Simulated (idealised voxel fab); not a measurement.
Documented hereafter: the process module known as voxel self aligned vias.
Cross-sectional view cut (width: 225 nm; square cell size: 5 nm).
Cross-section layout: square cells on a grid; listed as bands, top to bottom; a band spans one or more cell rows.
Read a band's entry like this: the first values are the height of its top and the height of its bottom in nm, and what follows is the sequence of materials from left to right, each with its width in nm. Note that "empty" is empty space, and that a single material marked "full width" reaches across the band from edge to edge.
For the purposes of this specification, 0 denotes the height below which the wafer in its as-received condition is composed wholly of one material, and the lowermost band, lacking a lower limit, extends downward without end, as expressed in "0 and below".
The expression "30 to 40" gives the width at the extremes of the band, the first number at its top row of cells and the second at its bottom row, with the width changing by equal amounts from each row to the next in between.
Basically "everything unchanged" means that step didn't change any cell in the cross-section.
Voids not open to the top, 8 cells minimum: see "Enclosed void list". Written width x height at distance; distance is from the left edge; nm.
Anything after a step's settings on that line? It's the simulator's own note about the step.
Among the settings permitted on a step's line is "overlay nm"; applied to a step with a mask, it specifies the extent to which the mask lay to the right of its planned position, whereas a negative figure signifies a position to the left.
Listed below are the process steps as planned:
1: RECEIVE (material Si)
2: CONFORMAL_DEP (material SiO2; thk nm 15)
3: CONFORMAL_DEP (material SiCN; thk nm 5)
4: DIRECTIONAL_DEP (material lowk; thk nm 20)
5: PATTERN (tone open; mask id LINES; material resist; width nm 20; pitch nm 65; thk nm 15; overlay nm 0)
6: DIRECTIONAL_ETCH (etch materials lowk; depth nm 20)
7: STRIP (etch materials resist)
8: CONFORMAL_DEP (material TiN; thk nm 5)
9: FILL_DEP (material Ru; thk nm 5)
10: CMP (height nm 40)
11: SELECTIVE_ETCH (etch materials W Ru TiN; depth nm 5)
12: FILL_DEP (material SiN; thk nm 10)
13: CMP (height nm 40)
14: DIRECTIONAL_DEP (material lowk; thk nm 15)
15: DIRECTIONAL_DEP (material aC; thk nm 15)
16: PATTERN (tone open; mask id VIAS; material resist; width nm 40; pitch nm 65; thk nm 35; overlay nm 0)
17: DIRECTIONAL_ETCH (etch materials aC; depth nm 15)
18: STRIP (etch materials resist)
19: DIRECTIONAL_ETCH (etch materials lowk; depth nm 15)
20: DIRECTIONAL_ETCH (etch materials SiN; depth nm 5)
21: STRIP (etch materials aC)
22: CONFORMAL_DEP (material TiN; thk nm 5)
23: FILL_DEP (material W; thk nm 5)
24: CMP (height nm 55)
25: CONFORMAL_DEP (material SiCN; thk nm 5)
Wafer at receipt (post step 1), cross-section:
* 0 and below | Si full width
* Enclosed void list: none
End state of the module in cross-section, given the above starting point and plan and one mistake in execution:
* 60 down to 55 | SiCN full width
* 55 down to 45 | lowk=25, TiN=5, W=30, TiN=5, lowk=25, TiN=5, W=30, TiN=5, lowk=25, TiN=5, W=30, TiN=5, lowk=30
* 45 down to 40 | SiN=25, TiN=40, SiN=25, TiN=40, SiN=25, TiN=40, SiN=30
* 40 down to 35 | lowk=35, SiN=20, lowk=45, SiN=20, lowk=45, SiN=20, lowk=40
* 35 down to 25 | lowk=35, TiN=5, Ru=10, TiN=5, lowk=45, TiN=5, Ru=10, TiN=5, lowk=45, TiN=5, Ru=10, TiN=5, lowk=40
* 25 down to 20 | lowk=35, TiN=20, lowk=45, TiN=20, lowk=45, TiN=20, lowk=40
* 20 down to 15 | SiCN full width
* 15 down to 0 | SiO2 full width
* 0 and below | Si full width
* Enclosed void list: none
What was done differently from what was planned? step 13, actual vs plan mismatch, actual run CMP (height nm 45)
